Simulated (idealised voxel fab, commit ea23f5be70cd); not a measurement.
A process module follows: voxel wiring stack.
FYI the section here is cut, 190 nm wide, cells are 5 nm squares.
A cross-section is written here as square cells arranged in a grid, and it is given in bands from the top down, each band taking up one or more rows of cells.
Basically the band line says how high the top is and how high the bottom is, in nm, and then what's in it from left to right, every material with its width in nm. Empty space shows up as "air", and if a single material carries "full width" it runs the full band edge to edge.
We count height from 0. Below that, the starting wafer is all one material. The lowest band never ends at the bottom but goes on down; see "top 0, no bottom" for how that is written.
Think of "30->40" as a width that walks from the first number to the second as you go down the band, top row to bottom row, taking equal-sized steps from row to row.
Reading "left unchanged" for a step: not a cell of the cross-section changed in it.
"Sealed internal voids" means: voids of 8 cells or more that are shut off from the top with no open way through. Written width x height at distance, distance from the left edge, in nm.
Where a step's line continues beyond its settings, the continuation is a remark by the simulator itself on that step.
If you see "overlay nm" on a step's line and that step has a mask, it's telling you how far right of where it was planned the mask ended up; a negative number means it went left instead.
Read the rest as pairs. Take the cross-section before one process step, then the cross-section after it, which shows only down to the lowest band that changed. Under the pair, find the step between them and its settings. Bear in mind that pairs may come from different runs of this module on the same starting wafer: link a pair to the pair above it only where its entry headed "Structure before processing" says to.

Structure before processing
    top 0, no bottom = Si full width
    Sealed internal voids: none

Step Outcome
    top 10, bottom 0 = SiO2 full width
    Under the height 0 nothing was changed.
    Sealed internal voids: none
The step occurring between the two cross-sections depicted above is identified as CONFORMAL_DEP: material SiO2, thk nm 10

Structure before processing: The cross-section prior to this step is the one presented after the step of the pair immediately above.

Step Outcome
    top 15, bottom 10 = SiN full width
    Under the height 10 nothing was changed.
    Sealed internal voids: none
The step occurring between the two cross-sections depicted above is identified as CONFORMAL_DEP: material SiN, thk nm 5

Structure before processing: The cross-section prior to this step is the one presented after the step of the pair immediately above.

Step Outcome
    top 30, bottom 15 = lowk full width
    Under the height 15 nothing was changed.
    Sealed internal voids: none
The step occurring between the two cross-sections depicted above is identified as DIRECTIONAL_DEP: material lowk, thk nm 15

Structure before processing: The cross-section prior to this step is the one presented after the step of the pair immediately above.

Step Outcome
    top 40, bottom 30 = aC full width
    Under the height 30 nothing was changed.
    Sealed internal voids: none
The step occurring between the two cross-sections depicted above is identified as DIRECTIONAL_DEP: material aC, thk nm 10

Structure before processing: The cross-section prior to this step is the one presented after the step of the pair immediately above.

Step Outcome
    top 70, bottom 40 = 20 of resist, then 30 of air, then 30 of resist, then 30 of air, then 30 of resist, then 30 of air, then 20 of resist
    Under the height 40 nothing was changed.
    Sealed internal voids: none
The step occurring between the two cross-sections depicted above is identified as PATTERN: tone open, mask id METAL_1, material resist, width nm 30, pitch nm 60, thk nm 30, overlay nm 0

Structure before processing: The cross-section prior to this step is the one presented after the step of the pair immediately above.

Step Outcome
    top 60, bottom 40 = 20 of resist, then 30 of air, then 30 of resist, then 30 of air, then 30 of resist, then 30 of air, then 20 of resist
    top 40, bottom 30 = 20 of aC, then 30 of air, then 30 of aC, then 30 of air, then 30 of aC, then 30 of air, then 20 of aC
    Under the height 30 nothing was changed.
    Sealed internal voids: none
The step occurring between the two cross-sections depicted above is identified as DIRECTIONAL_ETCH: etch materials aC, depth nm 10

Structure before processing: The cross-section prior to this step is the one presented after the step of the pair immediately above.

Step Outcome
    top 40, bottom 30 = 20 of aC, then 30 of air, then 30 of aC, then 30 of air, then 30 of aC, then 30 of air, then 20 of aC
    Under the height 30 nothing was changed.
    Sealed internal voids: none
The step occurring between the two cross-sections depicted above is identified as STRIP: etch materials resist

Structure before processing: The cross-section prior to this step is the one presented after the step of the pair immediately above.

Step Outcome
    top 40, bottom 30 = 20 of aC, then 30 of air, then 30 of aC, then 30 of air, then 30 of aC, then 30 of air, then 20 of aC
    top 30, bottom 15 = 20 of lowk, then 30 of air, then 30 of lowk, then 30 of air, then 30 of lowk, then 30 of air, then 20 of lowk
    Under the height 15 nothing was changed.
    Sealed internal voids: none
The step occurring between the two cross-sections depicted above is identified as DIRECTIONAL_ETCH: etch materials lowk, depth nm 15

Structure before processing: The cross-section prior to this step is the one presented after the step of the pair immediately above.

Step Outcome
    top 40, bottom 30 = 20 of aC, then 30 of air, then 30 of aC, then 30 of air, then 30 of aC, then 30 of air, then 20 of aC
    top 30, bottom 15 = 20 of lowk, then 30 of air, then 30 of lowk, then 30 of air, then 30 of lowk, then 30 of air, then 20 of lowk
    top 15, bottom 10 = 20 of SiN, then 30 of air, then 30 of SiN, then 30 of air, then 30 of SiN, then 30 of air, then 20 of SiN
    Under the height 10 nothing was changed.
    Sealed internal voids: none
The step occurring between the two cross-sections depicted above is identified as DIRECTIONAL_ETCH: etch materials SiN, depth nm 5

Structure before processing: The cross-section prior to this step is the one presented after the step of the pair immediately above.

Step Outcome
    top 30, bottom 15 = 20 of lowk, then 30 of air, then 30 of lowk, then 30 of air, then 30 of lowk, then 30 of air, then 20 of lowk
    Under the height 15 nothing was changed.
    Sealed internal voids: none
The step occurring between the two cross-sections depicted above is identified as STRIP: etch materials aC

Structure before processing: The cross-section prior to this step is the one presented after the step of the pair immediately above.

Step Outcome
    top 35, bottom 30 = 25 of TiN, then 20 of air, then 40 of TiN, then 20 of air, then 40 of TiN, then 20 of air, then 25 of TiN
    top 30, bottom 15 = 20 of lowk, then 5 of TiN, then 20 of air, then 5 of TiN, then 30 of lowk, then 5 of TiN, then 20 of air, then 5 of TiN, then 30 of lowk, then 5 of TiN, then 20 of air, then 5 of TiN, then 20 of lowk
    top 15, bottom 10 = 20 of SiN, then 30 of TiN, then 30 of SiN, then 30 of TiN, then 30 of SiN, then 30 of TiN, then 20 of SiN
    Under the height 10 nothing was changed.
    Sealed internal voids: none
The step occurring between the two cross-sections depicted above is identified as CONFORMAL_DEP: material TiN, thk nm 5

Structure before processing: The cross-section prior to this step is the one presented after the step of the pair immediately above.

Step Outcome
    top 45, bottom 35 = Cu full width
    top 35, bottom 30 = 25 of TiN, then 20 of Cu, then 40 of TiN, then 20 of Cu, then 40 of TiN, then 20 of Cu, then 25 of TiN
    top 30, bottom 15 = 20 of lowk, then 5 of TiN, then 20 of Cu, then 5 of TiN, then 30 of lowk, then 5 of TiN, then 20 of Cu, then 5 of TiN, then 30 of lowk, then 5 of TiN, then 20 of Cu, then 5 of TiN, then 20 of lowk
    Under the height 15 nothing was changed.
    Sealed internal voids: none
The step occurring between the two cross-sections depicted above is identified as FILL_DEP: material Cu, thk nm 10

Structure before processing: The cross-section prior to this step is the one presented after the step of the pair immediately above.

Step Outcome
    top 30, bottom 15 = 20 of lowk, then 5 of TiN, then 20 of Cu, then 5 of TiN, then 30 of lowk, then 5 of TiN, then 20 of Cu, then 5 of TiN, then 30 of lowk, then 5 of TiN, then 20 of Cu, then 5 of TiN, then 20 of lowk
    Under the height 15 nothing was changed.
    Sealed internal voids: none
The step occurring between the two cross-sections depicted above is identified as CMP: height nm 30

Structure before processing: The cross-section prior to this step is the one presented after the step of the pair immediately above.

Step Outcome
    top 35, bottom 30 = 15 of air, then 40 of Ru, then 20 of air, then 40 of Ru, then 20 of air, then 40 of Ru, then 15 of air
    Under the height 30 nothing was changed.
    Sealed internal voids: none
The step occurring between the two cross-sections depicted above is identified as EPI: material Ru, thk nm 5

Structure before processing: The cross-section prior to this step is the one presented after the step of the pair immediately above.

Step Outcome
    top 40, bottom 35 = SiCN full width
    top 35, bottom 30 = 15 of SiCN, then 40 of Ru, then 20 of SiCN, then 40 of Ru, then 20 of SiCN, then 40 of Ru, then 15 of SiCN
    Under the height 30 nothing was changed.
    Sealed internal voids: none
The step occurring between the two cross-sections depicted above is identified as FILL_DEP: material SiCN, thk nm 5

Structure before processing: The cross-section prior to this step is the one presented after the step of the pair immediately above.

Step Outcome
    top 55, bottom 40 = SiO2 full width
    Under the height 40 nothing was changed.
    Sealed internal voids: none
The step occurring between the two cross-sections depicted above is identified as DIRECTIONAL_DEP: material SiO2, thk nm 15

Structure before processing: The cross-section prior to this step is the one presented after the step of the pair immediately above.

Step Outcome
    top 75, bottom 55 = 20 of resist, then 15 of air, then 45 of resist, then 15 of air, then 45 of resist, then 15 of air, then 35 of resist
    Under the height 55 nothing was changed.
    Sealed internal voids: none
The step occurring between the two cross-sections depicted above is identified as PATTERN: tone open, mask id PLUG_1, material resist, width nm 15, pitch nm 60, thk nm 20, overlay nm 0

Structure before processing: The cross-section prior to this step is the one presented after the step of the pair immediately above.

Step Outcome
    top 75, bottom 55 = 20 of resist, then 15 of air, then 45 of resist, then 15 of air, then 45 of resist, then 15 of air, then 35 of resist
    top 55, bottom 40 = 20 of SiO2, then 15 of air, then 45 of SiO2, then 15 of air, then 45 of SiO2, then 15 of air, then 35 of SiO2
    Under the height 40 nothing was changed.
    Sealed internal voids: none
The step occurring between the two cross-sections depicted above is identified as DIRECTIONAL_ETCH: etch materials SiO2, depth nm 15

Structure before processing: The cross-section prior to this step is the one presented after the step of the pair immediately above.

Step Outcome
    top 75, bottom 55 = 20 of resist, then 15 of air, then 45 of resist, then 15 of air, then 45 of resist, then 15 of air, then 35 of resist
    top 55, bottom 40 = 20 of SiO2, then 15 of air, then 45 of SiO2, then 15 of air, then 45 of SiO2, then 15 of air, then 35 of SiO2
    top 40, bottom 35 = 20 of SiCN, then 15 of air, then 45 of SiCN, then 15 of air, then 45 of SiCN, then 15 of air, then 35 of SiCN
    Under the height 35 nothing was changed.
    Sealed internal voids: none
The step occurring between the two cross-sections depicted above is identified as DIRECTIONAL_ETCH: etch materials SiCN, depth nm 5

Structure before processing: The cross-section prior to this step is the one presented after the step of the pair immediately above.

Step Outcome
    top 55, bottom 40 = 20 of SiO2, then 15 of air, then 45 of SiO2, then 15 of air, then 45 of SiO2, then 15 of air, then 35 of SiO2
    Under the height 40 nothing was changed.
    Sealed internal voids: none
The step occurring between the two cross-sections depicted above is identified as STRIP: etch materials resist

Structure before processing: The cross-section prior to this step is the one presented after the step of the pair immediately above.

Step Outcome
    top 60, bottom 55 = 25 of TiN, then 5 of air, then 55 of TiN, then 5 of air, then 55 of TiN, then 5 of air, then 40 of TiN
    top 55, bottom 40 = 20 of SiO2, then 5 of TiN, then 5 of air, then 5 of TiN, then 45 of SiO2, then 5 of TiN, then 5 of air, then 5 of TiN, then 45 of SiO2, then 5 of TiN, then 5 of air, then 5 of TiN, then 35 of SiO2
    top 40, bottom 35 = 20 of SiCN, then 15 of TiN, then 45 of SiCN, then 15 of TiN, then 45 of SiCN, then 15 of TiN, then 35 of SiCN
    Under the height 35 nothing was changed.
    Sealed internal voids: none
The step occurring between the two cross-sections depicted above is identified as CONFORMAL_DEP: material TiN, thk nm 5

Structure before processing: The cross-section prior to this step is the one presented after the step of the pair immediately above.

Step Outcome
    top 70, bottom 60 = Ru full width
    top 60, bottom 55 = 25 of TiN, then 5 of Ru, then 55 of TiN, then 5 of Ru, then 55 of TiN, then 5 of Ru, then 40 of TiN
    top 55, bottom 40 = 20 of SiO2, then 5 of TiN, then 5 of Ru, then 5 of TiN, then 45 of SiO2, then 5 of TiN, then 5 of Ru, then 5 of TiN, then 45 of SiO2, then 5 of TiN, then 5 of Ru, then 5 of TiN, then 35 of SiO2
    Under the height 40 nothing was changed.
    Sealed internal voids: none
The step occurring between the two cross-sections depicted above is identified as FILL_DEP: material Ru, thk nm 10

Structure before processing: The cross-section prior to this step is the one presented after the step of the pair immediately above.

Step Outcome
    top 55, bottom 40 = 20 of SiO2, then 5 of TiN, then 5 of Ru, then 5 of TiN, then 45 of SiO2, then 5 of TiN, then 5 of Ru, then 5 of TiN, then 45 of SiO2, then 5 of TiN, then 5 of Ru, then 5 of TiN, then 35 of SiO2
    Under the height 40 nothing was changed.
    Sealed internal voids: none
The step occurring between the two cross-sections depicted above is identified as CMP: height nm 55

Structure before processing: The cross-section prior to this step is the one presented after the step of the pair immediately above.

Step Outcome
    top 60, bottom 55 = TiN full width
    Under the height 55 nothing was changed.
    Sealed internal voids: none
The step occurring between the two cross-sections depicted above is identified as DIRECTIONAL_DEP: material TiN, thk nm 5

Structure before processing: The cross-section prior to this step is the one presented after the step of the pair immediately above.

Step Outcome
    top 80, bottom 60 = W full width
    Under the height 60 nothing was changed.
    Sealed internal voids: none
The step occurring between the two cross-sections depicted above is identified as DIRECTIONAL_DEP: material W, thk nm 20

Structure before processing: The cross-section prior to this step is the one presented after the step of the pair immediately above.

Step Outcome
    top 80, bottom 60 = 20 of air, then 30 of W, then 30 of air, then 30 of W, then 30 of air, then 30 of W, then 20 of air
    Under the height 60 nothing was changed.
    Sealed internal voids: none
The step occurring between the two cross-sections depicted above is identified as MASKED_ETCH: tone cover, mask id METAL_2, width nm 30, pitch nm 60, etch materials W, depth nm 20, overlay nm 0

Structure before processing: The cross-section prior to this step is the one presented after the step of the pair immediately above.

Step Outcome
    top 80, bottom 60 = 20 of air, then 30 of W, then 30 of air, then 30 of W, then 30 of air, then 30 of W, then 20 of air
    top 60, bottom 55 = 20 of air, then 30 of TiN, then 30 of air, then 30 of TiN, then 30 of air, then 30 of TiN, then 20 of air
    Under the height 55 nothing was changed.
    Sealed internal voids: none
The step occurring between the two cross-sections depicted above is identified as MASKED_ETCH: tone cover, mask id METAL_2, width nm 30, pitch nm 60, etch materials TiN, depth nm 5, overlay nm 0

Structure before processing: The cross-section prior to this step is the one presented after the step of the pair immediately above.

Step Outcome
    top 85, bottom 80 = SiO2 full width
    top 80, bottom 60 = 20 of SiO2, then 30 of W, then 30 of SiO2, then 30 of W, then 30 of SiO2, then 30 of W, then 20 of SiO2
    top 60, bottom 55 = 20 of SiO2, then 30 of TiN, then 30 of SiO2, then 30 of TiN, then 30 of SiO2, then 30 of TiN, then 20 of SiO2
    Under the height 55 nothing was changed.
    Sealed internal voids: none
The step occurring between the two cross-sections depicted above is identified as FILL_DEP: material SiO2, thk nm 5

Structure before processing: The cross-section prior to this step is the one presented after the step of the pair immediately above.

Step Outcome
    top 80, bottom 60 = 20 of SiO2, then 30 of W, then 30 of SiO2, then 30 of W, then 30 of SiO2, then 30 of W, then 20 of SiO2
    Under the height 60 nothing was changed.
    Sealed internal voids: none
The step occurring between the two cross-sections depicted above is identified as CMP: height nm 80

Structure before processing: The cross-section prior to this step is the one presented after the step of the pair immediately above.

Step Outcome
    top 85, bottom 80 = SiCN full width
    Under the height 80 nothing was changed.
    Sealed internal voids: none
The step occurring between the two cross-sections depicted above is identified as CONFORMAL_DEP: material SiCN, thk nm 5

Structure before processing
    top 10, bottom 0 = SiO2 full width
    top 0, no bottom = Si full width
    Sealed internal voids: none

Step Outcome
    top 25, bottom 10 = lowk full width
    Under the height 10 nothing was changed.
    Sealed internal voids: none
The step occurring between the two cross-sections depicted above is identified as DIRECTIONAL_DEP: material lowk, thk nm 15

Structure before processing: The cross-section prior to this step is the one presented after the step of the pair immediately above.

Step Outcome
    top 35, bottom 25 = aC full width
    Under the height 25 nothing was changed.
    Sealed internal voids: none
The step occurring between the two cross-sections depicted above is identified as DIRECTIONAL_DEP: material aC, thk nm 10

Structure before processing: The cross-section prior to this step is the one presented after the step of the pair immediately above.

Step Outcome
    top 65, bottom 35 = 20 of resist, then 30 of air, then 30 of resist, then 30 of air, then 30 of resist, then 30 of air, then 20 of resist
    Under the height 35 nothing was changed.
    Sealed internal voids: none
The step occurring between the two cross-sections depicted above is identified as PATTERN: tone open, mask id METAL_1, material resist, width nm 30, pitch nm 60, thk nm 30, overlay nm 0

Structure before processing: The cross-section prior to this step is the one presented after the step of the pair immediately above.

Step Outcome
    top 55, bottom 35 = 20 of resist, then 30 of air, then 30 of resist, then 30 of air, then 30 of resist, then 30 of air, then 20 of resist
    top 35, bottom 25 = 20 of aC, then 30 of air, then 30 of aC, then 30 of air, then 30 of aC, then 30 of air, then 20 of aC
    Under the height 25 nothing was changed.
    Sealed internal voids: none
The step occurring between the two cross-sections depicted above is identified as DIRECTIONAL_ETCH: etch materials aC, depth nm 10

Structure before processing: The cross-section prior to this step is the one presented after the step of the pair immediately above.

Step Outcome
    top 35, bottom 25 = 20 of aC, then 30 of air, then 30 of aC, then 30 of air, then 30 of aC, then 30 of air, then 20 of aC
    Under the height 25 nothing was changed.
    Sealed internal voids: none
The step occurring between the two cross-sections depicted above is identified as STRIP: etch materials resist

Structure before processing: The cross-section prior to this step is the one presented after the step of the pair immediately above.

Step Outcome
    top 35, bottom 25 = 20 of aC, then 30 of air, then 30 of aC, then 30 of air, then 30 of aC, then 30 of air, then 20 of aC
    top 25, bottom 10 = 20 of lowk, then 30 of air, then 30 of lowk, then 30 of air, then 30 of lowk, then 30 of air, then 20 of lowk
    Under the height 10 nothing was changed.
    Sealed internal voids: none
The step occurring between the two cross-sections depicted above is identified as DIRECTIONAL_ETCH: etch materials lowk, depth nm 15

Structure before processing: The cross-section prior to this step is the one presented after the step of the pair immediately above.

Step Outcome
    top 25, bottom 10 = 20 of lowk, then 30 of air, then 30 of lowk, then 30 of air, then 30 of lowk, then 30 of air, then 20 of lowk
    Under the height 10 nothing was changed.
    Sealed internal voids: none
The step occurring between the two cross-sections depicted above is identified as STRIP: etch materials aC

Structure before processing: The cross-section prior to this step is the one presented after the step of the pair immediately above.

Step Outcome
    top 30, bottom 25 = 25 of TiN, then 20 of air, then 40 of TiN, then 20 of air, then 40 of TiN, then 20 of air, then 25 of TiN
    top 25, bottom 15 = 20 of lowk, then 5 of TiN, then 20 of air, then 5 of TiN, then 30 of lowk, then 5 of TiN, then 20 of air, then 5 of TiN, then 30 of lowk, then 5 of TiN, then 20 of air, then 5 of TiN, then 20 of lowk
    top 15, bottom 10 = 20 of lowk, then 30 of TiN, then 30 of lowk, then 30 of TiN, then 30 of lowk, then 30 of TiN, then 20 of lowk
    Under the height 10 nothing was changed.
    Sealed internal voids: none
The step occurring between the two cross-sections depicted above is identified as CONFORMAL_DEP: material TiN, thk nm 5

Structure before processing: The cross-section prior to this step is the one presented after the step of the pair immediately above.

Step Outcome
    top 40, bottom 30 = Cu full width
    top 30, bottom 25 = 25 of TiN, then 20 of Cu, then 40 of TiN, then 20 of Cu, then 40 of TiN, then 20 of Cu, then 25 of TiN
    top 25, bottom 15 = 20 of lowk, then 5 of TiN, then 20 of Cu, then 5 of TiN, then 30 of lowk, then 5 of TiN, then 20 of Cu, then 5 of TiN, then 30 of lowk, then 5 of TiN, then 20 of Cu, then 5 of TiN, then 20 of lowk
    Under the height 15 nothing was changed.
    Sealed internal voids: none
The step occurring between the two cross-sections depicted above is identified as FILL_DEP: material Cu, thk nm 10

Structure before processing: The cross-section prior to this step is the one presented after the step of the pair immediately above.

Step Outcome
    top 30, bottom 25 = 25 of TiN, then 20 of Cu, then 40 of TiN, then 20 of Cu, then 40 of TiN, then 20 of Cu, then 25 of TiN
    Under the height 25 nothing was changed.
    Sealed internal voids: none
The step occurring between the two cross-sections depicted above is identified as CMP: height nm 30

Structure before processing: The cross-section prior to this step is the one presented after the step of the pair immediately above.

Step Outcome
    top 35, bottom 30 = Ru full width
    Under the height 30 nothing was changed.
    Sealed internal voids: none
The step occurring between the two cross-sections depicted above is identified as EPI: material Ru, thk nm 5

Structure before processing: The cross-section prior to this step is the one presented after the step of the pair immediately above.

Step Outcome
    top 40, bottom 35 = SiCN full width
    Under the height 35 nothing was changed.
    Sealed internal voids: none
The step occurring between the two cross-sections depicted above is identified as FILL_DEP: material SiCN, thk nm 5

Structure before processing: The cross-section prior to this step is the one presented after the step of the pair immediately above.

Step Outcome
    top 55, bottom 40 = SiO2 full width
    Under the height 40 nothing was changed.
    Sealed internal voids: none
The step occurring between the two cross-sections depicted above is identified as DIRECTIONAL_DEP: material SiO2, thk nm 15

Structure before processing: The cross-section prior to this step is the one presented after the step of the pair immediately above.

Step Outcome
    top 75, bottom 55 = 20 of resist, then 15 of air, then 45 of resist, then 15 of air, then 45 of resist, then 15 of air, then 35 of resist
    Under the height 55 nothing was changed.
    Sealed internal voids: none
The step occurring between the two cross-sections depicted above is identified as PATTERN: tone open, mask id PLUG_1, material resist, width nm 15, pitch nm 60, thk nm 20, overlay nm 0

Structure before processing: The cross-section prior to this step is the one presented after the step of the pair immediately above.

Step Outcome
    top 75, bottom 55 = 20 of resist, then 15 of air, then 45 of resist, then 15 of air, then 45 of resist, then 15 of air, then 35 of resist
    top 55, bottom 40 = 20 of SiO2, then 15 of air, then 45 of SiO2, then 15 of air, then 45 of SiO2, then 15 of air, then 35 of SiO2
    Under the height 40 nothing was changed.
    Sealed internal voids: none
The step occurring between the two cross-sections depicted above is identified as DIRECTIONAL_ETCH: etch materials SiO2, depth nm 15

Structure before processing: The cross-section prior to this step is the one presented after the step of the pair immediately above.

Step Outcome
    top 75, bottom 55 = 20 of resist, then 15 of air, then 45 of resist, then 15 of air, then 45 of resist, then 15 of air, then 35 of resist
    top 55, bottom 40 = 20 of SiO2, then 15 of air, then 45 of SiO2, then 15 of air, then 45 of SiO2, then 15 of air, then 35 of SiO2
    top 40, bottom 35 = 20 of SiCN, then 15 of air, then 45 of SiCN, then 15 of air, then 45 of SiCN, then 15 of air, then 35 of SiCN
    Under the height 35 nothing was changed.
    Sealed internal voids: none
The step occurring between the two cross-sections depicted above is identified as DIRECTIONAL_ETCH: etch materials SiCN, depth nm 5

Structure before processing: The cross-section prior to this step is the one presented after the step of the pair immediately above.

Step Outcome
    top 55, bottom 40 = 20 of SiO2, then 15 of air, then 45 of SiO2, then 15 of air, then 45 of SiO2, then 15 of air, then 35 of SiO2
    Under the height 40 nothing was changed.
    Sealed internal voids: none
The step occurring between the two cross-sections depicted above is identified as STRIP: etch materials resist

Structure before processing: The cross-section prior to this step is the one presented after the step of the pair immediately above.

Step Outcome
    top 60, bottom 55 = 25 of TiN, then 5 of air, then 55 of TiN, then 5 of air, then 55 of TiN, then 5 of air, then 40 of TiN
    top 55, bottom 40 = 20 of SiO2, then 5 of TiN, then 5 of air, then 5 of TiN, then 45 of SiO2, then 5 of TiN, then 5 of air, then 5 of TiN, then 45 of SiO2, then 5 of TiN, then 5 of air, then 5 of TiN, then 35 of SiO2
    top 40, bottom 35 = 20 of SiCN, then 15 of TiN, then 45 of SiCN, then 15 of TiN, then 45 of SiCN, then 15 of TiN, then 35 of SiCN
    Under the height 35 nothing was changed.
    Sealed internal voids: none
The step occurring between the two cross-sections depicted above is identified as CONFORMAL_DEP: material TiN, thk nm 5

Structure before processing: The cross-section prior to this step is the one presented after the step of the pair immediately above.

Step Outcome
    top 70, bottom 60 = Ru full width
    top 60, bottom 55 = 25 of TiN, then 5 of Ru, then 55 of TiN, then 5 of Ru, then 55 of TiN, then 5 of Ru, then 40 of TiN
    top 55, bottom 40 = 20 of SiO2, then 5 of TiN, then 5 of Ru, then 5 of TiN, then 45 of SiO2, then 5 of TiN, then 5 of Ru, then 5 of TiN, then 45 of SiO2, then 5 of TiN, then 5 of Ru, then 5 of TiN, then 35 of SiO2
    Under the height 40 nothing was changed.
    Sealed internal voids: none
The step occurring between the two cross-sections depicted above is identified as FILL_DEP: material Ru, thk nm 10

Structure before processing: The cross-section prior to this step is the one presented after the step of the pair immediately above.

Step Outcome
    top 55, bottom 40 = 20 of SiO2, then 5 of TiN, then 5 of Ru, then 5 of TiN, then 45 of SiO2, then 5 of TiN, then 5 of Ru, then 5 of TiN, then 45 of SiO2, then 5 of TiN, then 5 of Ru, then 5 of TiN, then 35 of SiO2
    Under the height 40 nothing was changed.
    Sealed internal voids: none
The step occurring between the two cross-sections depicted above is identified as CMP: height nm 55

Structure before processing: The cross-section prior to this step is the one presented after the step of the pair immediately above.

Step Outcome
    top 60, bottom 55 = TiN full width
    Under the height 55 nothing was changed.
    Sealed internal voids: none
The step occurring between the two cross-sections depicted above is identified as DIRECTIONAL_DEP: material TiN, thk nm 5

Structure before processing: The cross-section prior to this step is the one presented after the step of the pair immediately above.

Step Outcome
    top 80, bottom 60 = W full width
    Under the height 60 nothing was changed.
    Sealed internal voids: none
The step occurring between the two cross-sections depicted above is identified as DIRECTIONAL_DEP: material W, thk nm 20

Structure before processing: The cross-section prior to this step is the one presented after the step of the pair immediately above.

Step Outcome
    top 80, bottom 60 = 20 of air, then 30 of W, then 30 of air, then 30 of W, then 30 of air, then 30 of W, then 20 of air
    Under the height 60 nothing was changed.
    Sealed internal voids: none
The step occurring between the two cross-sections depicted above is identified as MASKED_ETCH: tone cover, mask id METAL_2, width nm 30, pitch nm 60, etch materials W, depth nm 20, overlay nm 0

Structure before processing: The cross-section prior to this step is the one presented after the step of the pair immediately above.

Step Outcome
    top 80, bottom 60 = 20 of air, then 30 of W, then 30 of air, then 30 of W, then 30 of air, then 30 of W, then 20 of air
    top 60, bottom 55 = 20 of air, then 30 of TiN, then 30 of air, then 30 of TiN, then 30 of air, then 30 of TiN, then 20 of air
    Under the height 55 nothing was changed.
    Sealed internal voids: none
The step occurring between the two cross-sections depicted above is identified as MASKED_ETCH: tone cover, mask id METAL_2, width nm 30, pitch nm 60, etch materials TiN, depth nm 5, overlay nm 0

Structure before processing: The cross-section prior to this step is the one presented after the step of the pair immediately above.

Step Outcome
    top 85, bottom 80 = SiO2 full width
    top 80, bottom 60 = 20 of SiO2, then 30 of W, then 30 of SiO2, then 30 of W, then 30 of SiO2, then 30 of W, then 20 of SiO2
    top 60, bottom 55 = 20 of SiO2, then 30 of TiN, then 30 of SiO2, then 30 of TiN, then 30 of SiO2, then 30 of TiN, then 20 of SiO2
    Under the height 55 nothing was changed.
    Sealed internal voids: none
The step occurring between the two cross-sections depicted above is identified as FILL_DEP: material SiO2, thk nm 5

Structure before processing: The cross-section prior to this step is the one presented after the step of the pair immediately above.

Step Outcome
    top 80, bottom 60 = 20 of SiO2, then 30 of W, then 30 of SiO2, then 30 of W, then 30 of SiO2, then 30 of W, then 20 of SiO2
    Under the height 60 nothing was changed.
    Sealed internal voids: none
The step occurring between the two cross-sections depicted above is identified as CMP: height nm 80

Structure before processing: The cross-section prior to this step is the one presented after the step of the pair immediately above.

Step Outcome
    top 85, bottom 80 = SiCN full width
    Under the height 80 nothing was changed.
    Sealed internal voids: none
The step occurring between the two cross-sections depicted above is identified as CONFORMAL_DEP: material SiCN, thk nm 5

Structure before processing
    top 25, bottom 10 = lowk full width
    top 10, bottom 0 = SiO2 full width
    top 0, no bottom = Si full width
    Sealed internal voids: none

Step Outcome
    top 30, bottom 25 = SiN full width
    Under the height 25 nothing was changed.
    Sealed internal voids: none
The step occurring between the two cross-sections depicted above is identified as CONFORMAL_DEP: material SiN, thk nm 5

Structure before processing: The cross-section prior to this step is the one presented after the step of the pair immediately above.

Step Outcome
    top 40, bottom 30 = aC full width
    Under the height 30 nothing was changed.
    Sealed internal voids: none
The step occurring between the two cross-sections depicted above is identified as DIRECTIONAL_DEP: material aC, thk nm 10

Structure before processing: The cross-section prior to this step is the one presented after the step of the pair immediately above.

Step Outcome
    top 70, bottom 40 = 20 of resist, then 30 of air, then 30 of resist, then 30 of air, then 30 of resist, then 30 of air, then 20 of resist
    Under the height 40 nothing was changed.
    Sealed internal voids: none
The step occurring between the two cross-sections depicted above is identified as PATTERN: tone open, mask id METAL_1, material resist, width nm 30, pitch nm 60, thk nm 30, overlay nm 0

Structure before processing: The cross-section prior to this step is the one presented after the step of the pair immediately above.

Step Outcome
    top 60, bottom 40 = 20 of resist, then 30 of air, then 30 of resist, then 30 of air, then 30 of resist, then 30 of air, then 20 of resist
    top 40, bottom 30 = 20 of aC, then 30 of air, then 30 of aC, then 30 of air, then 30 of aC, then 30 of air, then 20 of aC
    Under the height 30 nothing was changed.
    Sealed internal voids: none
The step occurring between the two cross-sections depicted above is identified as DIRECTIONAL_ETCH: etch materials aC, depth nm 10

Structure before processing: The cross-section prior to this step is the one presented after the step of the pair immediately above.

Step Outcome
    top 40, bottom 30 = 20 of aC, then 30 of air, then 30 of aC, then 30 of air, then 30 of aC, then 30 of air, then 20 of aC
    Under the height 30 nothing was changed.
    Sealed internal voids: none
The step occurring between the two cross-sections depicted above is identified as STRIP: etch materials resist

Structure before processing: The cross-section prior to this step is the one presented after the step of the pair immediately above.

Step Outcome
    top 40, bottom 30 = 20 of aC, then 30 of air, then 30 of aC, then 30 of air, then 30 of aC, then 30 of air, then 20 of aC
    top 30, bottom 25 = 20 of SiN, then 30 of air, then 30 of SiN, then 30 of air, then 30 of SiN, then 30 of air, then 20 of SiN
    Under the height 25 nothing was changed.
    Sealed internal voids: none
The step occurring between the two cross-sections depicted above is identified as DIRECTIONAL_ETCH: etch materials SiN, depth nm 5

Structure before processing: The cross-section prior to this step is the one presented after the step of the pair immediately above.

Step Outcome
    top 30, bottom 25 = 20 of SiN, then 30 of air, then 30 of SiN, then 30 of air, then 30 of SiN, then 30 of air, then 20 of SiN
    Under the height 25 nothing was changed.
    Sealed internal voids: none
The step occurring between the two cross-sections depicted above is identified as STRIP: etch materials aC

Structure before processing: The cross-section prior to this step is the one presented after the step of the pair immediately above.

Step Outcome
    top 35, bottom 30 = 25 of TiN, then 20 of air, then 40 of TiN, then 20 of air, then 40 of TiN, then 20 of air, then 25 of TiN
    top 30, bottom 25 = 20 of SiN, then 30 of TiN, then 30 of SiN, then 30 of TiN, then 30 of SiN, then 30 of TiN, then 20 of SiN
    Under the height 25 nothing was changed.
    Sealed internal voids: none
The step occurring between the two cross-sections depicted above is identified as CONFORMAL_DEP: material TiN, thk nm 5

Structure before processing: The cross-section prior to this step is the one presented after the step of the pair immediately above.

Step Outcome
    top 45, bottom 35 = Cu full width
    top 35, bottom 30 = 25 of TiN, then 20 of Cu, then 40 of TiN, then 20 of Cu, then 40 of TiN, then 20 of Cu, then 25 of TiN
    Under the height 30 nothing was changed.
    Sealed internal voids: none
The step occurring between the two cross-sections depicted above is identified as FILL_DEP: material Cu, thk nm 10

Structure before processing: The cross-section prior to this step is the one presented after the step of the pair immediately above.

Step Outcome
    top 30, bottom 25 = 20 of SiN, then 30 of TiN, then 30 of SiN, then 30 of TiN, then 30 of SiN, then 30 of TiN, then 20 of SiN
    Under the height 25 nothing was changed.
    Sealed internal voids: none
The step occurring between the two cross-sections depicted above is identified as CMP: height nm 30
